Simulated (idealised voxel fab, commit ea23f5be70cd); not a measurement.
Process module heading - voxel trench capacitor
Square cells of 5 nm make up the cross-section cut, whose width is 215 nm.
Think of the cross-section as a grid of square cells. We describe it in bands, top to bottom, and each band covers one or more rows of those cells.
Band entry format. Leading values: height of top, height of bottom, nm. Remainder: materials in left-to-right order, each with its width in nm. Special words: "everywhere" on a single material, which then fills the band edge to edge; "empty", empty space.
Where do heights start? At 0: under that level the wafer as delivered is made of one material only. And the lowest band has no floor; it just carries on downward, as in "top 0, no bottom".
When a width is written as two numbers, as in "30->40", the first number is the width in the top row of cells of the band and the second is the width in its bottom row, and the width changes by the same amount from each row to the next.
"remained unchanged" after a step means that no cell of the cross-section changed.
Any empty space of 8 cells or more lacking an open way to the top shows up in "Sealed cavities" as width x height at distance, distance from the left edge, in nm.
Heads up: the bit after the settings on a step's line is the simulator's remark on that step.
The "overlay nm" setting may appear on a step's line; for a step that uses a mask, it gives how far to the right of its planned position the mask lay, and a negative value indicates the left.

[These are the steps we planned for the process]
1) RECEIVE, material Si
2) CONFORMAL_DEP, material SiN, thk nm 10
3) DIRECTIONAL_DEP, material aC, thk nm 15
4) PATTERN, tone open, mask id TRENCH, material resist, width nm 30, pitch nm 50, thk nm 30, overlay nm 0
5) DIRECTIONAL_ETCH, etch materials aC, depth nm 15
6) STRIP, etch materials resist
7) DIRECTIONAL_ETCH, etch materials SiN, depth nm 10
8) DIRECTIONAL_ETCH, etch materials Si, depth nm 35
9) STRIP, etch materials aC
10) CONFORMAL_DEP, material HfO2, thk nm 5
11) CONFORMAL_DEP, material TiN, thk nm 5
12) FILL_DEP, material W, thk nm 10
13) CMP, height nm 10

[Cross-section of the incoming wafer, state after step 1]
* top 0, no bottom = Si everywhere
* Sealed cavities: none

[Cross-section: first of two wafers, module finished, run according to plan]
* top 10, bottom 0 = SiN (15) / HfO2 (5) / TiN (5) / W (10) / TiN (5) / HfO2 (5) / SiN (20) / HfO2 (5) / TiN (5) / W (10) / TiN (5) / HfO2 (5) / SiN (20) / HfO2 (5) / TiN (5) / W (10) / TiN (5) / HfO2 (5) / SiN (20) / HfO2 (5) / TiN (5) / W (10) / TiN (5) / HfO2 (5) / SiN (20)
* top 0, bottom -25 = Si (15) / HfO2 (5) / TiN (5) / W (10) / TiN (5) / HfO2 (5) / Si (20) / HfO2 (5) / TiN (5) / W (10) / TiN (5) / HfO2 (5) / Si (20) / HfO2 (5) / TiN (5) / W (10) / TiN (5) / HfO2 (5) / Si (20) / HfO2 (5) / TiN (5) / W (10) / TiN (5) / HfO2 (5) / Si (20)
* top -25, bottom -30 = Si (15) / HfO2 (5) / TiN (20) / HfO2 (5) / Si (20) / HfO2 (5) / TiN (20) / HfO2 (5) / Si (20) / HfO2 (5) / TiN (20) / HfO2 (5) / Si (20) / HfO2 (5) / TiN (20) / HfO2 (5) / Si (20)
* top -30, bottom -35 = Si (15) / HfO2 (30) / Si (20) / HfO2 (30) / Si (20) / HfO2 (30) / Si (20) / HfO2 (30) / Si (20)
* top -35, no bottom = Si everywhere
* Sealed cavities: none

[Wafer two, end of module, cross-section. Same start, same plan as wafer one. One mistake in the run]
* top 10, bottom 0 = SiN (15) / HfO2 (5) / TiN (5) / W (10) / TiN (5) / HfO2 (5) / SiN (20) / HfO2 (5) / TiN (5) / W (10) / TiN (5) / HfO2 (5) / SiN (20) / HfO2 (5) / TiN (5) / W (10) / TiN (5) / HfO2 (5) / SiN (20) / HfO2 (5) / TiN (5) / W (10) / TiN (5) / HfO2 (5) / SiN (20)
* top 0, bottom -20 = Si (15) / HfO2 (5) / TiN (5) / W (10) / TiN (5) / HfO2 (5) / Si (20) / HfO2 (5) / TiN (5) / W (10) / TiN (5) / HfO2 (5) / Si (20) / HfO2 (5) / TiN (5) / W (10) / TiN (5) / HfO2 (5) / Si (20) / HfO2 (5) / TiN (5) / W (10) / TiN (5) / HfO2 (5) / Si (20)
* top -20, bottom -25 = Si (15) / HfO2 (5) / TiN (20) / HfO2 (5) / Si (20) / HfO2 (5) / TiN (20) / HfO2 (5) / Si (20) / HfO2 (5) / TiN (20) / HfO2 (5) / Si (20) / HfO2 (5) / TiN (20) / HfO2 (5) / Si (20)
* top -25, bottom -30 = Si (15) / HfO2 (30) / Si (20) / HfO2 (30) / Si (20) / HfO2 (30) / Si (20) / HfO2 (30) / Si (20)
* top -30, no bottom = Si everywhere
* Sealed cavities: none
Error vs. plan: so step 8 ended up running with a different setting than we planned, it ran as DIRECTIONAL_ETCH, etch materials Si, depth nm 30
Final comparison by cell count, materials where the second wafer has more or fewer than the first: 8 fewer of HfO2; 24 more of Si; 8 fewer of TiN; 8 fewer of W
